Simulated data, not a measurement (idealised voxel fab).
Title: Process Module voxel capacitor over wiring
Shown is cross-section cut, with a width of 140 nm and square cells of size 5 nm.
Cross-section spec: square-cell grid; bands listed top down; each band is one or more rows. Band entry format. Leading values: height of top, height of bottom, nm. Remainder: materials in left-to-right order, each with its width in nm. Special words: "all across" on a single material, which then fills the band edge to edge; "empty", empty space. Heights are expressed relative to 0, this being the level below which the as-received wafer comprises one material exclusively. The lowest band is unbounded in the downward direction and is denoted as in "z 0 and below". Graded width ("30..40"): value in top row of band = first number; value in bottom row = second number; row-to-row change constant. Step note "nothing was modified" = no cross-section cell changed. "Closed cavities" lists enclosed empty spaces (at least 8 cells, no open path upward to the top), each as width x height at distance from the left edge, in nm. Anything after a step's settings on that line? It's the simulator's own note about the step. When a step includes a mask, the "overlay nm" setting on its line states how far to the right of its planned place that mask lay, and negative values state how far to the left.
The process steps that were planned are listed below:
1) op RECEIVE | material Si
2) op CONFORMAL_DEP | material SiO2 | thk nm 10
3) op CONFORMAL_DEP | material SiN | thk nm 5
4) op DIRECTIONAL_DEP | material lowk | thk nm 20
5) op MASKED_ETCH | tone open | mask id METAL_1 | width nm 20 | pitch nm 85 | etch materials lowk | depth nm 20 | overlay nm 0
6) op MASKED_ETCH | tone open | mask id METAL_1 | width nm 20 | pitch nm 85 | etch materials SiN | depth nm 5 | overlay nm 0
7) op CONFORMAL_DEP | material TiN | thk nm 5
8) op FILL_DEP | material Ru | thk nm 10
9) op CMP | height nm 35
10) op CONFORMAL_DEP | material SiCN | thk nm 5
11) op DIRECTIONAL_DEP | material SiO2 | thk nm 5
12) op MASKED_ETCH | tone open | mask id PLUG_1 | width nm 15 | etch materials SiO2 | depth nm 10 | overlay nm 0
13) op MASKED_ETCH | tone open | mask id PLUG_1 | width nm 15 | etch materials SiCN | depth nm 5 | overlay nm 0
14) op EPI | material Ru | thk nm 10
15) op EPI | material Ru | thk nm 5
16) op DIRECTIONAL_DEP | material TiN | thk nm 5
17) op DIRECTIONAL_DEP | material SiN | thk nm 5
18) op DIRECTIONAL_DEP | material TiN | thk nm 10
19) op DIRECTIONAL_DEP | material aC | thk nm 10
20) op PATTERN | tone cover | mask id UPPER_PLATE | material resist | width nm 70 | thk nm 30 | overlay nm 0
21) op DIRECTIONAL_ETCH | etch materials aC | depth nm 10
22) op STRIP | etch materials resist
23) op DIRECTIONAL_ETCH | etch materials TiN | depth nm 10
24) op DIRECTIONAL_ETCH | etch materials SiN | depth nm 5
25) op STRIP | etch materials aC
26) op DIRECTIONAL_DEP | material aC | thk nm 15
27) op PATTERN | tone cover | mask id LOWER_PLATE | material resist | width nm 80 | thk nm 35 | overlay nm 0
28) op DIRECTIONAL_ETCH | etch materials aC | depth nm 15
29) op STRIP | etch materials resist
30) op DIRECTIONAL_ETCH | etch materials TiN | depth nm 5
31) op STRIP | etch materials aC
32) op FILL_DEP | material SiO2 | thk nm 15
33) op CMP | height nm 80
34) op PATTERN | tone open | mask id PLUG_2 | material resist | width nm 15 | thk nm 15 | overlay nm 0
35) op DIRECTIONAL_ETCH | etch materials SiO2 | depth nm 10
36) op STRIP | etch materials resist
37) op CONFORMAL_DEP | material TiN | thk nm 5
38) op FILL_DEP | material Cu | thk nm 10
39) op CMP | height nm 80
40) op CONFORMAL_DEP | material SiN | thk nm 5
All wafers enter the flow in the same state. The thk nm at step 11 differs from wafer to wafer, and the plan gives the value for the first wafer.
Received condition of the first of several wafers, sectioned: post-step 1:
    z 0 and below  Si all across
    Closed cavities: none
Tabulated below, wafer by wafer, are the end-of-module results: for each material, the number of cells gained (+) or lost (-) relative to the as-received state, followed by the closed voids:
thk nm 5, +1 Cu, +27 Ru, +25 SiCN, +62 SiN, +208 SiO2, +73 TiN, +80 lowk, Closed cavities: none
thk nm 10, +1 Cu, +25 Ru, +25 SiCN, +62 SiN, +210 SiO2, +73 TiN, +80 lowk, Closed cavities: none
thk nm 15, +16 Ru, +28 SiCN, +62 SiN, +218 SiO2, +72 TiN, +80 lowk, Closed cavities: none
thk nm 20, +16 Ru, +28 SiCN, +62 SiN, +220 SiO2, +70 TiN, +80 lowk, Closed cavities: none
thk nm 25, +16 Ru, +28 SiCN, +62 SiN, +232 SiO2, +58 TiN, +80 lowk, Closed cavities: none
